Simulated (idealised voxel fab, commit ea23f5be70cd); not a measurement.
process module | voxel wiring stack
cross-section cut | 300 nm wide | cells 5 nm
A cross-section is a grid of square cells, given in bands from the top down. A band is one or more rows of cells.
Each band's line starts with the height of the band's top and of its bottom, in nm. Then come its materials from left to right, each with its width in nm. One material with "throughout" fills the band from edge to edge. "air" is empty space.
Height 0 is the level under which the wafer as received is all one material. The lowest band goes on downwards, as in "0 down".
A width such as "30 to 40" changes by the same amount from each row of cells to the next, from the band's top row to its bottom row.
"no change" after a step means that no cell of the cross-section changed.
closed voids: empty space of 8 cells or more with no open way to the top, each as width x height at its distance from the left edge, in nm
after a step's settings: what the simulator itself notes on the step
overlay nm, on a step with a mask: how far to the right of its planned place the mask lay; to the left if negative
plan
1 op RECEIVE | material Si
2 op CONFORMAL_DEP | material SiO2 | thk nm 15
3 op DIRECTIONAL_DEP | material TiN | thk nm 5
4 op DIRECTIONAL_DEP | material W | thk nm 25
5 op DIRECTIONAL_DEP | material aC | thk nm 15
6 op PATTERN | tone cover | mask id METAL_1 | material resist | width nm 30 | pitch nm 50 | thk nm 35 | overlay nm 0
7 op DIRECTIONAL_ETCH | etch materials aC | depth nm 15
8 op STRIP | etch materials resist
9 op DIRECTIONAL_ETCH | etch materials W | depth nm 25
10 op DIRECTIONAL_ETCH | etch materials TiN | depth nm 5
11 op STRIP | etch materials aC
12 op CONFORMAL_DEP | material SiCN | thk nm 5
13 op FILL_DEP | material lowk | thk nm 10
14 op CMP | height nm 45
15 op CONFORMAL_DEP | material SiCN | thk nm 5
16 op DIRECTIONAL_DEP | material SiO2 | thk nm 15
17 op DIRECTIONAL_DEP | material aC | thk nm 10
18 op PATTERN | tone open | mask id PLUG_1 | material resist | width nm 15 | pitch nm 50 | thk nm 30 | overlay nm 0
19 op DIRECTIONAL_ETCH | etch materials aC | depth nm 10
20 op STRIP | etch materials resist
21 op DIRECTIONAL_ETCH | etch materials SiO2 | depth nm 15
22 op DIRECTIONAL_ETCH | etch materials SiCN | depth nm 5
23 op STRIP | etch materials aC
24 op EPI | material Ru | thk nm 10
25 op EPI | material Ru | thk nm 10
26 op DIRECTIONAL_DEP | material TiN | thk nm 5
27 op DIRECTIONAL_DEP | material Ru | thk nm 15
28 op PATTERN | tone cover | mask id METAL_2 | material resist | width nm 30 | pitch nm 50 | thk nm 15 | overlay nm 0
29 op DIRECTIONAL_ETCH | etch materials Ru | depth nm 15
30 op DIRECTIONAL_ETCH | etch materials TiN | depth nm 5
31 op STRIP | etch materials resist
32 op CONFORMAL_DEP | material SiN | thk nm 5
33 op FILL_DEP | material lowk | thk nm 10
34 op CMP | height nm 85
35 op CONFORMAL_DEP | material SiN | thk nm 5
first wafer, as planned
as received, after step 1
  0 down: Si throughout
  closed voids: none
after step 2
  15 to 0: SiO2 throughout
  below 0: unchanged
after step 3
  20 to 15: TiN throughout
  below 15: unchanged
after step 4
  45 to 20: W throughout
  below 20: unchanged
after step 5
  60 to 45: aC throughout
  below 45: unchanged
after step 6
  95 to 60: air 85 | resist 30 | air 20 | resist 30 | air 20 | resist 30 | air 85
  below 60: unchanged
after step 7
  80 to 60: air 85 | resist 30 | air 20 | resist 30 | air 20 | resist 30 | air 85
  60 to 45: air 85 | aC 30 | air 20 | aC 30 | air 20 | aC 30 | air 85
  below 45: unchanged
after step 8
  60 to 45: air 85 | aC 30 | air 20 | aC 30 | air 20 | aC 30 | air 85
  below 45: unchanged
after step 9
  60 to 45: air 85 | aC 30 | air 20 | aC 30 | air 20 | aC 30 | air 85
  45 to 20: air 85 | W 30 | air 20 | W 30 | air 20 | W 30 | air 85
  below 20: unchanged
after step 10
  60 to 45: air 85 | aC 30 | air 20 | aC 30 | air 20 | aC 30 | air 85
  45 to 20: air 85 | W 30 | air 20 | W 30 | air 20 | W 30 | air 85
  20 to 15: air 85 | TiN 30 | air 20 | TiN 30 | air 20 | TiN 30 | air 85
  below 15: unchanged
after step 11
  45 to 20: air 85 | W 30 | air 20 | W 30 | air 20 | W 30 | air 85
  below 20: unchanged
after step 12
  50 to 45: air 80 | SiCN 40 | air 10 | SiCN 40 | air 10 | SiCN 40 | air 80
  45 to 20: air 80 | SiCN 5 | W 30 | SiCN 5 | air 10 | SiCN 5 | W 30 | SiCN 5 | air 10 | SiCN 5 | W 30 | SiCN 5 | air 80
  20 to 15: SiCN 85 | TiN 30 | SiCN 20 | TiN 30 | SiCN 20 | TiN 30 | SiCN 85
  below 15: unchanged
after step 13
  60 to 50: lowk throughout
  50 to 45: lowk 80 | SiCN 40 | lowk 10 | SiCN 40 | lowk 10 | SiCN 40 | lowk 80
  45 to 20: lowk 80 | SiCN 5 | W 30 | SiCN 5 | lowk 10 | SiCN 5 | W 30 | SiCN 5 | lowk 10 | SiCN 5 | W 30 | SiCN 5 | lowk 80
  below 20: unchanged
after step 14
  45 to 20: lowk 80 | SiCN 5 | W 30 | SiCN 5 | lowk 10 | SiCN 5 | W 30 | SiCN 5 | lowk 10 | SiCN 5 | W 30 | SiCN 5 | lowk 80
  below 20: unchanged
after step 15
  50 to 45: SiCN throughout
  below 45: unchanged
after step 16
  65 to 50: SiO2 throughout
  below 50: unchanged
after step 17
  75 to 65: aC throughout
  below 65: unchanged
after step 18
  105 to 75: resist 85 | air 15 | resist 35 | air 15 | resist 35 | air 15 | resist 100
  below 75: unchanged
after step 19
  95 to 75: resist 85 | air 15 | resist 35 | air 15 | resist 35 | air 15 | resist 100
  75 to 65: aC 85 | air 15 | aC 35 | air 15 | aC 35 | air 15 | aC 100
  below 65: unchanged
after step 20
  75 to 65: aC 85 | air 15 | aC 35 | air 15 | aC 35 | air 15 | aC 100
  below 65: unchanged
after step 21
  75 to 65: aC 85 | air 15 | aC 35 | air 15 | aC 35 | air 15 | aC 100
  65 to 50: SiO2 85 | air 15 | SiO2 35 | air 15 | SiO2 35 | air 15 | SiO2 100
  below 50: unchanged
after step 22
  75 to 65: aC 85 | air 15 | aC 35 | air 15 | aC 35 | air 15 | aC 100
  65 to 50: SiO2 85 | air 15 | SiO2 35 | air 15 | SiO2 35 | air 15 | SiO2 100
  50 to 45: SiCN 85 | air 15 | SiCN 35 | air 15 | SiCN 35 | air 15 | SiCN 100
  below 45: unchanged
after step 23
  65 to 50: SiO2 85 | air 15 | SiO2 35 | air 15 | SiO2 35 | air 15 | SiO2 100
  below 50: unchanged
after step 24
  65 to 55: SiO2 85 | air 15 | SiO2 35 | air 15 | SiO2 35 | air 15 | SiO2 100
  55 to 50: SiO2 85 | Ru 15 | SiO2 35 | Ru 15 | SiO2 35 | Ru 15 | SiO2 100
  50 to 45: SiCN 85 | Ru 15 | SiCN 35 | Ru 15 | SiCN 35 | Ru 15 | SiCN 100
  below 45: unchanged
after step 25
  65 to 50: SiO2 85 | Ru 15 | SiO2 35 | Ru 15 | SiO2 35 | Ru 15 | SiO2 100
  below 50: unchanged
after step 26
  70 to 65: TiN throughout
  below 65: unchanged
after step 27
  85 to 70: Ru throughout
  below 70: unchanged
after step 28
  100 to 85: air 85 | resist 30 | air 20 | resist 30 | air 20 | resist 30 | air 85
  below 85: unchanged
after step 29
  100 to 85: air 85 | resist 30 | air 20 | resist 30 | air 20 | resist 30 | air 85
  85 to 70: air 85 | Ru 30 | air 20 | Ru 30 | air 20 | Ru 30 | air 85
  below 70: unchanged
after step 30
  100 to 85: air 85 | resist 30 | air 20 | resist 30 | air 20 | resist 30 | air 85
  85 to 70: air 85 | Ru 30 | air 20 | Ru 30 | air 20 | Ru 30 | air 85
  70 to 65: air 85 | TiN 30 | air 20 | TiN 30 | air 20 | TiN 30 | air 85
  below 65: unchanged
after step 31
  85 to 70: air 85 | Ru 30 | air 20 | Ru 30 | air 20 | Ru 30 | air 85
  below 70: unchanged
after step 32
  90 to 85: air 80 | SiN 40 | air 10 | SiN 40 | air 10 | SiN 40 | air 80
  85 to 70: air 80 | SiN 5 | Ru 30 | SiN 5 | air 10 | SiN 5 | Ru 30 | SiN 5 | air 10 | SiN 5 | Ru 30 | SiN 5 | air 80
  70 to 65: SiN 85 | TiN 30 | SiN 20 | TiN 30 | SiN 20 | TiN 30 | SiN 85
  below 65: unchanged
after step 33
  100 to 90: lowk throughout
  90 to 85: lowk 80 | SiN 40 | lowk 10 | SiN 40 | lowk 10 | SiN 40 | lowk 80
  85 to 70: lowk 80 | SiN 5 | Ru 30 | SiN 5 | lowk 10 | SiN 5 | Ru 30 | SiN 5 | lowk 10 | SiN 5 | Ru 30 | SiN 5 | lowk 80
  below 70: unchanged
after step 34
  85 to 70: lowk 80 | SiN 5 | Ru 30 | SiN 5 | lowk 10 | SiN 5 | Ru 30 | SiN 5 | lowk 10 | SiN 5 | Ru 30 | SiN 5 | lowk 80
  below 70: unchanged
after step 35
  90 to 85: SiN throughout
  below 85: unchanged
second wafer: like start, like plan, one mistake. Through step 1 it matches the first wafer
when step 2 should have ended
  30 to 0: SiO2 throughout
  below 0: unchanged
when step 3 should have ended
  35 to 30: TiN throughout
  below 30: unchanged
when step 4 should have ended
  60 to 35: W throughout
  below 35: unchanged
when step 5 should have ended
  75 to 60: aC throughout
  below 60: unchanged
when step 6 should have ended
  110 to 75: air 85 | resist 30 | air 20 | resist 30 | air 20 | resist 30 | air 85
  below 75: unchanged
when step 7 should have ended
  95 to 75: air 85 | resist 30 | air 20 | resist 30 | air 20 | resist 30 | air 85
  75 to 60: air 85 | aC 30 | air 20 | aC 30 | air 20 | aC 30 | air 85
  below 60: unchanged
when step 8 should have ended
  75 to 60: air 85 | aC 30 | air 20 | aC 30 | air 20 | aC 30 | air 85
  below 60: unchanged
when step 9 should have ended
  75 to 60: air 85 | aC 30 | air 20 | aC 30 | air 20 | aC 30 | air 85
  60 to 35: air 85 | W 30 | air 20 | W 30 | air 20 | W 30 | air 85
  below 35: unchanged
when step 10 should have ended
  75 to 60: air 85 | aC 30 | air 20 | aC 30 | air 20 | aC 30 | air 85
  60 to 35: air 85 | W 30 | air 20 | W 30 | air 20 | W 30 | air 85
  35 to 30: air 85 | TiN 30 | air 20 | TiN 30 | air 20 | TiN 30 | air 85
  below 30: unchanged
when step 11 should have ended
  60 to 35: air 85 | W 30 | air 20 | W 30 | air 20 | W 30 | air 85
  below 35: unchanged
when step 12 should have ended
  65 to 60: air 80 | SiCN 40 | air 10 | SiCN 40 | air 10 | SiCN 40 | air 80
  60 to 35: air 80 | SiCN 5 | W 30 | SiCN 5 | air 10 | SiCN 5 | W 30 | SiCN 5 | air 10 | SiCN 5 | W 30 | SiCN 5 | air 80
  35 to 30: SiCN 85 | TiN 30 | SiCN 20 | TiN 30 | SiCN 20 | TiN 30 | SiCN 85
  below 30: unchanged
when step 13 should have ended
  75 to 65: lowk throughout
  65 to 60: lowk 80 | SiCN 40 | lowk 10 | SiCN 40 | lowk 10 | SiCN 40 | lowk 80
  60 to 35: lowk 80 | SiCN 5 | W 30 | SiCN 5 | lowk 10 | SiCN 5 | W 30 | SiCN 5 | lowk 10 | SiCN 5 | W 30 | SiCN 5 | lowk 80
  below 35: unchanged
when step 14 should have ended
  45 to 35: lowk 80 | SiCN 5 | W 30 | SiCN 5 | lowk 10 | SiCN 5 | W 30 | SiCN 5 | lowk 10 | SiCN 5 | W 30 | SiCN 5 | lowk 80
  below 35: unchanged
when step 15 should have ended
  50 to 45: SiCN throughout
  below 45: unchanged
when step 16 should have ended
  65 to 50: SiO2 throughout
  below 50: unchanged
when step 17 should have ended
  75 to 65: aC throughout
  below 65: unchanged
when step 18 should have ended
  105 to 75: resist 85 | air 15 | resist 35 | air 15 | resist 35 | air 15 | resist 100
  below 75: unchanged
when step 19 should have ended
  95 to 75: resist 85 | air 15 | resist 35 | air 15 | resist 35 | air 15 | resist 100
  75 to 65: aC 85 | air 15 | aC 35 | air 15 | aC 35 | air 15 | aC 100
  below 65: unchanged
when step 20 should have ended
  75 to 65: aC 85 | air 15 | aC 35 | air 15 | aC 35 | air 15 | aC 100
  below 65: unchanged
when step 21 should have ended
  75 to 65: aC 85 | air 15 | aC 35 | air 15 | aC 35 | air 15 | aC 100
  65 to 50: SiO2 85 | air 15 | SiO2 35 | air 15 | SiO2 35 | air 15 | SiO2 100
  below 50: unchanged
when step 22 should have ended
  75 to 65: aC 85 | air 15 | aC 35 | air 15 | aC 35 | air 15 | aC 100
  65 to 50: SiO2 85 | air 15 | SiO2 35 | air 15 | SiO2 35 | air 15 | SiO2 100
  50 to 45: SiCN 85 | air 15 | SiCN 35 | air 15 | SiCN 35 | air 15 | SiCN 100
  below 45: unchanged
when step 23 should have ended
  65 to 50: SiO2 85 | air 15 | SiO2 35 | air 15 | SiO2 35 | air 15 | SiO2 100
  below 50: unchanged
when step 24 should have ended
  65 to 55: SiO2 85 | air 15 | SiO2 35 | air 15 | SiO2 35 | air 15 | SiO2 100
  55 to 50: SiO2 85 | Ru 15 | SiO2 35 | Ru 15 | SiO2 35 | Ru 15 | SiO2 100
  50 to 45: SiCN 85 | Ru 15 | SiCN 35 | Ru 15 | SiCN 35 | Ru 15 | SiCN 100
  below 45: unchanged
when step 25 should have ended
  65 to 50: SiO2 85 | Ru 15 | SiO2 35 | Ru 15 | SiO2 35 | Ru 15 | SiO2 100
  below 50: unchanged
when step 26 should have ended
  70 to 65: TiN throughout
  below 65: unchanged
when step 27 should have ended
  85 to 70: Ru throughout
  below 70: unchanged
when step 28 should have ended
  100 to 85: air 85 | resist 30 | air 20 | resist 30 | air 20 | resist 30 | air 85
  below 85: unchanged
when step 29 should have ended
  100 to 85: air 85 | resist 30 | air 20 | resist 30 | air 20 | resist 30 | air 85
  85 to 70: air 85 | Ru 30 | air 20 | Ru 30 | air 20 | Ru 30 | air 85
  below 70: unchanged
when step 30 should have ended
  100 to 85: air 85 | resist 30 | air 20 | resist 30 | air 20 | resist 30 | air 85
  85 to 70: air 85 | Ru 30 | air 20 | Ru 30 | air 20 | Ru 30 | air 85
  70 to 65: air 85 | TiN 30 | air 20 | TiN 30 | air 20 | TiN 30 | air 85
  below 65: unchanged
when step 31 should have ended
  85 to 70: air 85 | Ru 30 | air 20 | Ru 30 | air 20 | Ru 30 | air 85
  below 70: unchanged
when step 32 should have ended
  90 to 85: air 80 | SiN 40 | air 10 | SiN 40 | air 10 | SiN 40 | air 80
  85 to 70: air 80 | SiN 5 | Ru 30 | SiN 5 | air 10 | SiN 5 | Ru 30 | SiN 5 | air 10 | SiN 5 | Ru 30 | SiN 5 | air 80
  70 to 65: SiN 85 | TiN 30 | SiN 20 | TiN 30 | SiN 20 | TiN 30 | SiN 85
  below 65: unchanged
when step 33 should have ended
  100 to 90: lowk throughout
  90 to 85: lowk 80 | SiN 40 | lowk 10 | SiN 40 | lowk 10 | SiN 40 | lowk 80
  85 to 70: lowk 80 | SiN 5 | Ru 30 | SiN 5 | lowk 10 | SiN 5 | Ru 30 | SiN 5 | lowk 10 | SiN 5 | Ru 30 | SiN 5 | lowk 80
  below 70: unchanged
when step 34 should have ended
  85 to 70: lowk 80 | SiN 5 | Ru 30 | SiN 5 | lowk 10 | SiN 5 | Ru 30 | SiN 5 | lowk 10 | SiN 5 | Ru 30 | SiN 5 | lowk 80
  below 70: unchanged
when step 35 should have ended
  90 to 85: SiN throughout
  below 85: unchanged
what went wrong: step 2 was run twice
at the end the second wafer has, in cells: 18 fewer of SiCN | 180 more of SiO2 | 54 fewer of W | 108 fewer of lowk
